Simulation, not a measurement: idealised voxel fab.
You're looking at the process module voxel ribs on slabs.
We display cut, a cross-section 190 nm in width whose square cells are each 5 nm.
Heads up, the way a cross-section reads in here is a grid of square cells, handed over as bands from the top down, with every band being one or more rows of cells. Quick guide to a band line: top height, bottom height (nm) up front; then every material left to right with its width in nm. Only one material and it's marked "everywhere"? Then it fills the band edge to edge. And "empty" just means empty space. Counting heights begins at 0, where everything beneath is, in the wafer as received, one material. The lowest band has no bottom; it goes on downwards, as "z 0 and below" shows. Per-row width for "30..40": begins at first number (top row of band), ends at second number (bottom row), increment between rows held constant. Step marked "nothing got changed"? Then no cell in the cross-section changed in it. "Closed void entries" enumerates empty spaces isolated from the top, with no open way to it, that contain at least 8 cells, giving each as width x height at distance from the left edge, all three in nm. after a step's settings: what the simulator itself notes on the step. "overlay nm" answers the question of how far to the right of plan the mask lay on a step that has a mask, and when it is negative the answer is to the left.

### Process steps - plan
1,RECEIVE, material Si
2,DIRECTIONAL_DEP, material SiO2, thk nm 25
3,DIRECTIONAL_DEP, material SiN, thk nm 15
4,PATTERN, tone cover, mask id RIB, material resist, width nm 30, thk nm 20, overlay nm 0
5,DIRECTIONAL_ETCH, etch materials SiN, depth nm 5
6,STRIP, etch materials resist
7,MASKED_ETCH, tone cover, mask id SLAB, width nm 80, etch materials SiN, depth nm 10, overlay nm 0
8,FILL_DEP, material SiO2, thk nm 20
9,CMP, height nm 50
10,DIRECTIONAL_DEP, material TiN, thk nm 10
11,PATTERN, tone cover, mask id HEATER, material resist, width nm 40, thk nm 20, overlay nm 0
12,DIRECTIONAL_ETCH, etch materials TiN, depth nm 10
13,STRIP, etch materials resist
14,CONFORMAL_DEP, material SiN, thk nm 5

### First of the two wafers, run per plan

### Cross-section of the wafer upon arrival, representing the state reached after step 1
	z 0 and below = Si everywhere
	Closed void entries: none

### Step 2 complete: cross-section through the wafer
	z 25 to 0 = SiO2 everywhere
	Heights below 0 show no change.

### Step 3 complete: cross-section through the wafer
	z 40 to 25 = SiN everywhere
	Heights below 25 show no change.

### Step 4 complete: cross-section through the wafer
	z 60 to 40 = empty: 80  resist: 30  empty: 80
	Heights below 40 show no change.

### Step 5 complete: cross-section through the wafer
	z 60 to 40 = empty: 80  resist: 30  empty: 80
	z 40 to 35 = empty: 80  SiN: 30  empty: 80
	Heights below 35 show no change.

### Step 6 complete: cross-section through the wafer
	z 40 to 35 = empty: 80  SiN: 30  empty: 80
	Heights below 35 show no change.

### Step 7 complete: cross-section through the wafer
	z 40 to 35 = empty: 80  SiN: 30  empty: 80
	z 35 to 25 = empty: 55  SiN: 80  empty: 55
	Heights below 25 show no change.

### Step 8 complete: cross-section through the wafer
	z 60 to 40 = SiO2 everywhere
	z 40 to 35 = SiO2: 80  SiN: 30  SiO2: 80
	z 35 to 25 = SiO2: 55  SiN: 80  SiO2: 55
	Heights below 25 show no change.

### Step 9 complete: cross-section through the wafer
	z 50 to 40 = SiO2 everywhere
	Heights below 40 show no change.

### Step 10 complete: cross-section through the wafer
	z 60 to 50 = TiN everywhere
	Heights below 50 show no change.

### Step 11 complete: cross-section through the wafer
	z 80 to 60 = empty: 75  resist: 40  empty: 75
	Heights below 60 show no change.

### Step 12 complete: cross-section through the wafer
	z 80 to 60 = empty: 75  resist: 40  empty: 75
	z 60 to 50 = empty: 75  TiN: 40  empty: 75
	Heights below 50 show no change.

### Step 13 complete: cross-section through the wafer
	z 60 to 50 = empty: 75  TiN: 40  empty: 75
	Heights below 50 show no change.

### Step 14 complete: cross-section through the wafer
	z 65 to 60 = empty: 70  SiN: 50  empty: 70
	z 60 to 55 = empty: 70  SiN: 5  TiN: 40  SiN: 5  empty: 70
	z 55 to 50 = SiN: 75  TiN: 40  SiN: 75
	Heights below 50 show no change.

### For the second wafer, take the first wafer's start and plan, then add one mistake made in running it; everything through step 13, that step included, is shared with the first

Cross-section of the second wafer corresponding to the planned conclusion of step 14: nothing got changed
The mistake made against the process plan was this: step 14 was dropped from the plan's execution and never run
The closing comparison, in cells, has the second wafer with more or fewer of some materials than the first: -42 SiN
